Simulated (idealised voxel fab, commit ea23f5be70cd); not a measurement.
process module | voxel wiring stack
cross-section cut | 280 nm wide | cells 5 nm
A cross-section is a grid of square cells, given in bands from the top down. A band is one or more rows of cells.
Each band's line starts with the height of the band's top and of its bottom, in nm. Then come its materials from left to right, each with its width in nm. One material with "throughout" fills the band from edge to edge. "air" is empty space.
Height 0 is the level under which the wafer as received is all one material. The lowest band goes on downwards, as in "0 down".
A width such as "30 to 40" changes by the same amount from each row of cells to the next, from the band's top row to its bottom row.
"no change" after a step means that no cell of the cross-section changed.
closed voids: empty space of 8 cells or more with no open way to the top, each as width x height at its distance from the left edge, in nm
after a step's settings: what the simulator itself notes on the step
overlay nm, on a step with a mask: how far to the right of its planned place the mask lay; to the left if negative
plan
1 op RECEIVE | material Si
2 op CONFORMAL_DEP | material SiO2 | thk nm 15
3 op DIRECTIONAL_DEP | material TiN | thk nm 5
4 op DIRECTIONAL_DEP | material Ru | thk nm 25
5 op MASKED_ETCH | tone cover | mask id METAL_1 | width nm 20 | pitch nm 50 | etch materials Ru | depth nm 25 | overlay nm 0
6 op MASKED_ETCH | tone cover | mask id METAL_1 | width nm 20 | pitch nm 50 | etch materials TiN | depth nm 5 | overlay nm 0
7 op CONFORMAL_DEP | material SiCN | thk nm 5
8 op FILL_DEP | material SiO2 | thk nm 5
9 op CMP | height nm 45
10 op CONFORMAL_DEP | material SiCN | thk nm 5
11 op DIRECTIONAL_DEP | material lowk | thk nm 20
12 op PATTERN | tone open | mask id PLUG_1 | material resist | width nm 15 | pitch nm 100 | thk nm 15 | overlay nm 0
13 op DIRECTIONAL_ETCH | etch materials lowk | depth nm 20
14 op DIRECTIONAL_ETCH | etch materials SiCN | depth nm 5
15 op STRIP | etch materials resist
16 op CONFORMAL_DEP | material TiN | thk nm 5
17 op FILL_DEP | material W | thk nm 5
18 op CMP | height nm 70
19 op DIRECTIONAL_DEP | material TiN | thk nm 5
20 op DIRECTIONAL_DEP | material Ru | thk nm 20
21 op DIRECTIONAL_DEP | material aC | thk nm 10
22 op PATTERN | tone cover | mask id METAL_2 | material resist | width nm 20 | pitch nm 50 | thk nm 30 | overlay nm 0
23 op DIRECTIONAL_ETCH | etch materials aC | depth nm 10
24 op STRIP | etch materials resist
25 op DIRECTIONAL_ETCH | etch materials Ru | depth nm 20
26 op DIRECTIONAL_ETCH | etch materials TiN | depth nm 5
27 op STRIP | etch materials aC
28 op CONFORMAL_DEP | material SiN | thk nm 5
29 op FILL_DEP | material lowk | thk nm 5
30 op CMP | height nm 95
31 op CONFORMAL_DEP | material SiCN | thk nm 5
32 op DIRECTIONAL_DEP | material lowk | thk nm 25
33 op MASKED_ETCH | tone open | mask id METAL_3_HOLES | width nm 15 | pitch nm 100 | etch materials lowk | depth nm 25 | overlay nm 0
34 op PATTERN | tone open | mask id METAL_3 | material resist | width nm 20 | pitch nm 50 | thk nm 20 | overlay nm 0
35 op DIRECTIONAL_ETCH | etch materials lowk | depth nm 15
36 op DIRECTIONAL_ETCH | etch materials SiCN | depth nm 5
37 op STRIP | etch materials resist
38 op CONFORMAL_DEP | material TiN | thk nm 5
39 op FILL_DEP | material Cu | thk nm 5
40 op CMP | height nm 125
41 op CONFORMAL_DEP | material SiN | thk nm 5
as received, after step 1
  0 down: Si throughout
  closed voids: none
first wafer at the end, as planned
  130 to 125: SiN throughout
  125 to 115: lowk 80 | TiN 5 | Cu 10 | TiN 5 | lowk 30 | TiN 5 | Cu 10 | TiN 5 | lowk 30 | TiN 5 | Cu 10 | TiN 5 | lowk 80
  115 to 110: lowk 80 | TiN 5 | Cu 5 | TiN 10 | lowk 30 | TiN 20 | lowk 30 | TiN 5 | Cu 5 | TiN 10 | lowk 80
  110 to 100: lowk 80 | TiN 5 | Cu 5 | TiN 5 | lowk 85 | TiN 5 | Cu 5 | TiN 5 | lowk 85
  100 to 95: SiCN 80 | TiN 15 | SiCN 85 | TiN 15 | SiCN 85
  95 to 75: lowk 75 | SiN 5 | Ru 20 | SiN 5 | lowk 20 | SiN 5 | Ru 20 | SiN 5 | lowk 20 | SiN 5 | Ru 20 | SiN 5 | lowk 75
  75 to 70: SiN 80 | TiN 20 | SiN 30 | TiN 20 | SiN 30 | TiN 20 | SiN 80
  70 to 50: lowk 80 | TiN 5 | W 5 | TiN 5 | lowk 85 | TiN 5 | W 5 | TiN 5 | lowk 85
  50 to 45: SiCN 80 | TiN 15 | SiCN 85 | TiN 15 | SiCN 85
  45 to 20: SiO2 75 | SiCN 5 | Ru 20 | SiCN 5 | SiO2 20 | SiCN 5 | Ru 20 | SiCN 5 | SiO2 20 | SiCN 5 | Ru 20 | SiCN 5 | SiO2 75
  20 to 15: SiCN 80 | TiN 20 | SiCN 30 | TiN 20 | SiCN 30 | TiN 20 | SiCN 80
  15 to 0: SiO2 throughout
  0 down: Si throughout
  closed voids: none
second wafer at the end: like start, like plan, one mistake
  130 to 125: SiN throughout
  125 to 120: lowk 80 | TiN 5 | Cu 10 | TiN 5 | lowk 30 | TiN 5 | Cu 10 | TiN 5 | lowk 30 | TiN 5 | Cu 10 | TiN 5 | lowk 80
  120 to 115: lowk 80 | TiN 5 | Cu 5 | TiN 10 | lowk 30 | TiN 20 | lowk 30 | TiN 5 | Cu 5 | TiN 10 | lowk 80
  115 to 105: lowk 80 | TiN 5 | Cu 5 | TiN 5 | lowk 85 | TiN 5 | Cu 5 | TiN 5 | lowk 85
  105 to 100: SiCN 80 | TiN 15 | SiCN 85 | TiN 15 | SiCN 85
  100 to 95: lowk 75 | SiN 30 | lowk 20 | SiN 30 | lowk 20 | SiN 30 | lowk 75
  95 to 75: lowk 75 | SiN 5 | Ru 20 | SiN 5 | lowk 20 | SiN 5 | Ru 20 | SiN 5 | lowk 20 | SiN 5 | Ru 20 | SiN 5 | lowk 75
  75 to 70: SiN 80 | TiN 20 | SiN 30 | TiN 20 | SiN 30 | TiN 20 | SiN 80
  70 to 50: lowk 80 | TiN 5 | W 5 | TiN 5 | lowk 85 | TiN 5 | W 5 | TiN 5 | lowk 85
  50 to 45: SiCN 80 | TiN 15 | SiCN 85 | TiN 15 | SiCN 85
  45 to 20: SiO2 75 | SiCN 5 | Ru 20 | SiCN 5 | SiO2 20 | SiCN 5 | Ru 20 | SiCN 5 | SiO2 20 | SiCN 5 | Ru 20 | SiCN 5 | SiO2 75
  20 to 15: SiCN 80 | TiN 20 | SiCN 30 | TiN 20 | SiCN 30 | TiN 20 | SiCN 80
  15 to 0: SiO2 throughout
  0 down: Si throughout
  closed voids: none
what went wrong: step 30 ran as: op CMP | height nm 100
at the end the second wafer has, in cells: 6 fewer of Cu | 18 more of SiN | 6 fewer of TiN | 6 fewer of lowk
